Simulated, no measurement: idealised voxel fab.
Process module, titled voxel ribs on slabs
In the cross-section labelled cut, the width is 240 nm and each square cell is 5 nm.
Cross-section spec: square-cell grid; bands listed top down; each band is one or more rows. Heads up on the band format: heights come first, top then bottom, in nm. After that it's the materials left to right, each with its width in nm. A single material flagged "everywhere" fills the whole band edge to edge, and "empty" means there's empty space there. Heights are measured from 0, the level below which the as-received wafer is all one material; the lowest band has no bottom and continues downward, written as in "0 -> down". You'd read "30..40" like this: the band's top row of cells is as wide as the first number, its bottom row is as wide as the second, and going down, every row changes width by the same amount as the row before did. Take "remains unaltered" at face value: in the step it is given for, the cross-section changed in none of its cells. "Sealed void listing": empty spaces of 8 cells or more with no open way to the top, each given as width x height at distance, distance from the left edge, all in nm. Heads up: the bit after the settings on a step's line is the simulator's remark on that step. You can add "overlay nm" to a step's line. For a step with a mask, it describes how far the mask lay to the right of its planned position, and a negative number describes a lay to the left.

Process steps (planned):
1) RECEIVE,material Si
2) DIRECTIONAL_DEP,material SiO2,thk nm 20
3) DIRECTIONAL_DEP,material SiN,thk nm 20
4) DIRECTIONAL_DEP,material aC,thk nm 5
5) PATTERN,tone cover,mask id RIB,material resist,width nm 30,thk nm 30,overlay nm 0
6) DIRECTIONAL_ETCH,etch materials aC,depth nm 10
7) STRIP,etch materials resist
8) DIRECTIONAL_ETCH,etch materials SiN,depth nm 15
9) STRIP,etch materials aC
10) MASKED_ETCH,tone cover,mask id SLAB,width nm 60,etch materials SiN,depth nm 5,overlay nm 0
11) FILL_DEP,material SiO2,thk nm 15
12) CMP,height nm 50
13) DIRECTIONAL_DEP,material W,thk nm 5
14) MASKED_ETCH,tone cover,mask id HEATER,width nm 40,etch materials W,depth nm 5,overlay nm 0
15) CONFORMAL_DEP,material SiN,thk nm 10
Keep in mind the plan's value for the thk nm of step 4 comes from the first wafer; the wafers don't share that setting, but they do share the same starting point.

Cross-section of the first of several wafers as received (after step 1):
> 0 -> down: Si everywhere
> Sealed void listing: none

Below: a row per wafer. Contents at end of module: for every material, cells gained since receipt (+) or lost since receipt (-); then closed voids:
thk nm 5 | +130 SiN | +450 SiO2 | +8 W | Sealed void listing: none
thk nm 10 | +130 SiN | +450 SiO2 | +8 W | Sealed void listing: none
thk nm 15 | +256 SiN | +324 SiO2 | +8 W | Sealed void listing: none
thk nm 20 | +256 SiN | +324 SiO2 | +8 W | Sealed void listing: none
thk nm 25 | +256 SiN | +324 SiO2 | +8 W | Sealed void listing: none
